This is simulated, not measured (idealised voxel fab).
Presented below is a process module, voxel released beams.
Cross-section cut: width 175 nm, square cells of 5 nm.
For the purposes of this document, a cross-section shall be understood as a grid of square cells, specified as bands listed in top-to-bottom order, each band consisting of one or more rows of cells. Within each band entry, the heights of the top and of the bottom of the band appear first, in that order and in nm; the materials of the band then follow from left to right, each with its corresponding width in nm. The designation "everywhere" on a single material indicates that it fills the band from edge to edge; the designation "air" indicates empty space. Height 0 is the level under which the wafer as received is all one material. The lowest band goes on downwards, as in "0 -> down". Width: "30->40" (first number = top row, second number = bottom row, same change from row to row of cells). "remained unchanged" -> step changed no cross-section cell. The entry "Sealed internal cavities" lists the empty spaces that cover at least 8 cells and have no open path to the top. Each is written as width x height at distance, where the distance is measured from the left edge and all three values are in nm. What comes after the settings on a step's line is commentary from the simulator itself on that step. "overlay nm" on a masked step: distance the mask lay right of its planned place, negative for left.

So here's the lineup of process steps we planned:
1) RECEIVE, material Si
2) CONFORMAL_DEP, material SiN, thk nm 5
3) DIRECTIONAL_DEP, material SiO2, thk nm 15
4) PATTERN, tone open, mask id ANCHOR, material resist, width nm 35, thk nm 15, overlay nm 0
5) DIRECTIONAL_ETCH, etch materials SiO2, depth nm 15
6) STRIP, etch materials resist
7) CONFORMAL_DEP, material W, thk nm 15
8) DIRECTIONAL_DEP, material aC, thk nm 10
9) PATTERN, tone cover, mask id BEAM, material resist, width nm 120, thk nm 25, overlay nm 0
10) DIRECTIONAL_ETCH, etch materials aC, depth nm 10
11) STRIP, etch materials resist
12) DIRECTIONAL_ETCH, etch materials W, depth nm 15
13) STRIP, etch materials aC
14) STRIP, etch materials SiO2

Received-state cross-section, reflecting completion of step 1:
  0 -> down = Si everywhere
  Sealed internal cavities: none

End-of-module cross-section. Starting structure and process plan as above; one mistake made in running it:
  30 -> 15 = air=25; W=20; air=5; W=95; air=30
  15 -> 0 = air=30; W=35; air=110
  0 -> down = Si everywhere
  Sealed internal cavities: none
Finding, execution versus plan: skipped: plan step 2 (never run)
